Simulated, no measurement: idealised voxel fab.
process module | voxel self aligned vias
cross-section cut | 160 nm wide | cells 5 nm
A cross-section is a grid of square cells, given in bands from the top down. A band is one or more rows of cells.
Each band's line starts with the height of the band's top and of its bottom, in nm. Then come its materials from left to right, each with its width in nm. One material with "throughout" fills the band from edge to edge. "air" is empty space.
Height 0 is the level under which the wafer as received is all one material. The lowest band goes on downwards, as in "0 down".
A width such as "30 to 40" changes by the same amount from each row of cells to the next, from the band's top row to its bottom row.
"no change" after a step means that no cell of the cross-section changed.
closed voids: empty space of 8 cells or more with no open way to the top, each as width x height at its distance from the left edge, in nm
after a step's settings: what the simulator itself notes on the step
overlay nm, on a step with a mask: how far to the right of its planned place the mask lay; to the left if negative
plan
1 op RECEIVE | material Si
2 op CONFORMAL_DEP | material SiO2 | thk nm 10
3 op CONFORMAL_DEP | material SiCN | thk nm 5
4 op DIRECTIONAL_DEP | material SiO2 | thk nm 25
5 op PATTERN | tone open | mask id LINES | material resist | width nm 30 | pitch nm 70 | thk nm 20 | overlay nm 0
6 op DIRECTIONAL_ETCH | etch materials SiO2 | depth nm 25
7 op STRIP | etch materials resist
8 op CONFORMAL_DEP | material TiN | thk nm 5
9 op FILL_DEP | material W | thk nm 10
10 op CMP | height nm 40
11 op SELECTIVE_ETCH | etch materials W Ru TiN | depth nm 10
12 op FILL_DEP | material SiN | thk nm 5
13 op CMP | height nm 40
14 op DIRECTIONAL_DEP | material SiO2 | thk nm 15
15 op DIRECTIONAL_DEP | material aC | thk nm 10
16 op PATTERN | tone open | mask id VIAS | material resist | width nm 40 | thk nm 30 | overlay nm 0
17 op DIRECTIONAL_ETCH | etch materials aC | depth nm 10
18 op STRIP | etch materials resist
19 op DIRECTIONAL_ETCH | etch materials SiO2 | depth nm 15
20 op DIRECTIONAL_ETCH | etch materials SiN | depth nm 10
21 op STRIP | etch materials aC
22 op CONFORMAL_DEP | material TiN | thk nm 5
23 op FILL_DEP | material Cu | thk nm 10
24 op CMP | height nm 55
25 op CONFORMAL_DEP | material SiCN | thk nm 5
first wafer, as planned
as received, after step 1
  0 down: Si throughout
  closed voids: none
after step 2
  10 to 0: SiO2 throughout
  below 0: unchanged
after step 3
  15 to 10: SiCN throughout
  below 10: unchanged
after step 4
  40 to 15: SiO2 throughout
  below 15: unchanged
after step 5
  60 to 40: resist 30 | air 30 | resist 40 | air 30 | resist 30
  below 40: unchanged
after step 6
  60 to 40: resist 30 | air 30 | resist 40 | air 30 | resist 30
  40 to 15: SiO2 30 | air 30 | SiO2 40 | air 30 | SiO2 30
  below 15: unchanged
after step 7
  40 to 15: SiO2 30 | air 30 | SiO2 40 | air 30 | SiO2 30
  below 15: unchanged
after step 8
  45 to 40: TiN 35 | air 20 | TiN 50 | air 20 | TiN 35
  40 to 20: SiO2 30 | TiN 5 | air 20 | TiN 5 | SiO2 40 | TiN 5 | air 20 | TiN 5 | SiO2 30
  20 to 15: SiO2 30 | TiN 30 | SiO2 40 | TiN 30 | SiO2 30
  below 15: unchanged
after step 9
  55 to 45: W throughout
  45 to 40: TiN 35 | W 20 | TiN 50 | W 20 | TiN 35
  40 to 20: SiO2 30 | TiN 5 | W 20 | TiN 5 | SiO2 40 | TiN 5 | W 20 | TiN 5 | SiO2 30
  below 20: unchanged
after step 10
  40 to 20: SiO2 30 | TiN 5 | W 20 | TiN 5 | SiO2 40 | TiN 5 | W 20 | TiN 5 | SiO2 30
  below 20: unchanged
after step 11
  40 to 30: SiO2 30 | air 30 | SiO2 40 | air 30 | SiO2 30
  below 30: unchanged
after step 12
  45 to 40: SiN throughout
  40 to 30: SiO2 30 | SiN 30 | SiO2 40 | SiN 30 | SiO2 30
  below 30: unchanged
after step 13
  40 to 30: SiO2 30 | SiN 30 | SiO2 40 | SiN 30 | SiO2 30
  below 30: unchanged
after step 14
  55 to 40: SiO2 throughout
  below 40: unchanged
after step 15
  65 to 55: aC throughout
  below 55: unchanged
after step 16
  95 to 65: resist 25 | air 40 | resist 95
  below 65: unchanged
after step 17
  85 to 65: resist 25 | air 40 | resist 95
  65 to 55: aC 25 | air 40 | aC 95
  below 55: unchanged
after step 18
  65 to 55: aC 25 | air 40 | aC 95
  below 55: unchanged
after step 19
  65 to 55: aC 25 | air 40 | aC 95
  55 to 40: SiO2 25 | air 40 | SiO2 95
  below 40: unchanged
after step 20
  65 to 55: aC 25 | air 40 | aC 95
  55 to 40: SiO2 25 | air 40 | SiO2 95
  40 to 30: SiO2 30 | air 30 | SiO2 40 | SiN 30 | SiO2 30
  below 30: unchanged
after step 21
  55 to 40: SiO2 25 | air 40 | SiO2 95
  below 40: unchanged
after step 22
  60 to 55: TiN 30 | air 30 | TiN 100
  55 to 45: SiO2 25 | TiN 5 | air 30 | TiN 5 | SiO2 95
  45 to 40: SiO2 25 | TiN 10 | air 20 | TiN 10 | SiO2 95
  40 to 35: SiO2 30 | TiN 5 | air 20 | TiN 5 | SiO2 40 | SiN 30 | SiO2 30
  35 to 30: SiO2 30 | TiN 30 | SiO2 40 | SiN 30 | SiO2 30
  below 30: unchanged
after step 23
  70 to 60: Cu throughout
  60 to 55: TiN 30 | Cu 30 | TiN 100
  55 to 45: SiO2 25 | TiN 5 | Cu 30 | TiN 5 | SiO2 95
  45 to 40: SiO2 25 | TiN 10 | Cu 20 | TiN 10 | SiO2 95
  40 to 35: SiO2 30 | TiN 5 | Cu 20 | TiN 5 | SiO2 40 | SiN 30 | SiO2 30
  below 35: unchanged
after step 24
  55 to 45: SiO2 25 | TiN 5 | Cu 30 | TiN 5 | SiO2 95
  below 45: unchanged
after step 25
  60 to 55: SiCN throughout
  below 55: unchanged
second wafer: like start, like plan, one mistake. Through step 4 it matches the first wafer
when step 5 should have ended
  60 to 40: air 30 | resist 30 | air 40 | resist 30 | air 30
  below 40: unchanged
when step 6 should have ended
  60 to 40: air 30 | resist 30 | air 40 | resist 30 | air 30
  40 to 15: air 30 | SiO2 30 | air 40 | SiO2 30 | air 30
  below 15: unchanged
when step 7 should have ended
  40 to 15: air 30 | SiO2 30 | air 40 | SiO2 30 | air 30
  below 15: unchanged
when step 8 should have ended
  45 to 40: air 25 | TiN 40 | air 30 | TiN 40 | air 25
  40 to 20: air 25 | TiN 5 | SiO2 30 | TiN 5 | air 30 | TiN 5 | SiO2 30 | TiN 5 | air 25
  20 to 15: TiN 30 | SiO2 30 | TiN 40 | SiO2 30 | TiN 30
  below 15: unchanged
when step 9 should have ended
  55 to 45: W throughout
  45 to 40: W 25 | TiN 40 | W 30 | TiN 40 | W 25
  40 to 20: W 25 | TiN 5 | SiO2 30 | TiN 5 | W 30 | TiN 5 | SiO2 30 | TiN 5 | W 25
  below 20: unchanged
when step 10 should have ended
  40 to 20: W 25 | TiN 5 | SiO2 30 | TiN 5 | W 30 | TiN 5 | SiO2 30 | TiN 5 | W 25
  below 20: unchanged
when step 11 should have ended
  40 to 30: air 30 | SiO2 30 | air 40 | SiO2 30 | air 30
  below 30: unchanged
when step 12 should have ended
  45 to 40: SiN throughout
  40 to 30: SiN 30 | SiO2 30 | SiN 40 | SiO2 30 | SiN 30
  below 30: unchanged
when step 13 should have ended
  40 to 30: SiN 30 | SiO2 30 | SiN 40 | SiO2 30 | SiN 30
  below 30: unchanged
when step 14 should have ended
  55 to 40: SiO2 throughout
  below 40: unchanged
when step 15 should have ended
  65 to 55: aC throughout
  below 55: unchanged
when step 16 should have ended
  95 to 65: resist 25 | air 40 | resist 95
  below 65: unchanged
when step 17 should have ended
  85 to 65: resist 25 | air 40 | resist 95
  65 to 55: aC 25 | air 40 | aC 95
  below 55: unchanged
when step 18 should have ended
  65 to 55: aC 25 | air 40 | aC 95
  below 55: unchanged
when step 19 should have ended
  65 to 55: aC 25 | air 40 | aC 95
  55 to 40: SiO2 25 | air 40 | SiO2 95
  below 40: unchanged
when step 20 should have ended
  65 to 55: aC 25 | air 40 | aC 95
  55 to 40: SiO2 25 | air 40 | SiO2 95
  40 to 30: SiN 25 | air 5 | SiO2 30 | air 5 | SiN 35 | SiO2 30 | SiN 30
  below 30: unchanged
when step 21 should have ended
  55 to 40: SiO2 25 | air 40 | SiO2 95
  below 40: unchanged
when step 22 should have ended
  60 to 55: TiN 30 | air 30 | TiN 100
  55 to 45: SiO2 25 | TiN 5 | air 30 | TiN 5 | SiO2 95
  45 to 40: SiO2 25 | TiN 40 | SiO2 95
  40 to 30: SiN 25 | TiN 5 | SiO2 30 | TiN 5 | SiN 35 | SiO2 30 | SiN 30
  below 30: unchanged
when step 23 should have ended
  70 to 60: Cu throughout
  60 to 55: TiN 30 | Cu 30 | TiN 100
  55 to 45: SiO2 25 | TiN 5 | Cu 30 | TiN 5 | SiO2 95
  below 45: unchanged
when step 24 should have ended
  55 to 45: SiO2 25 | TiN 5 | Cu 30 | TiN 5 | SiO2 95
  below 45: unchanged
when step 25 should have ended
  60 to 55: SiCN throughout
  below 55: unchanged
what went wrong: step 5 ran as: op PATTERN | tone cover | mask id LINES | material resist | width nm 30 | pitch nm 70 | thk nm 20 | overlay nm 0
at the end the second wafer has, in cells: 8 fewer of Cu | 24 more of SiN | 40 fewer of SiO2 | 8 more of TiN | 16 more of W
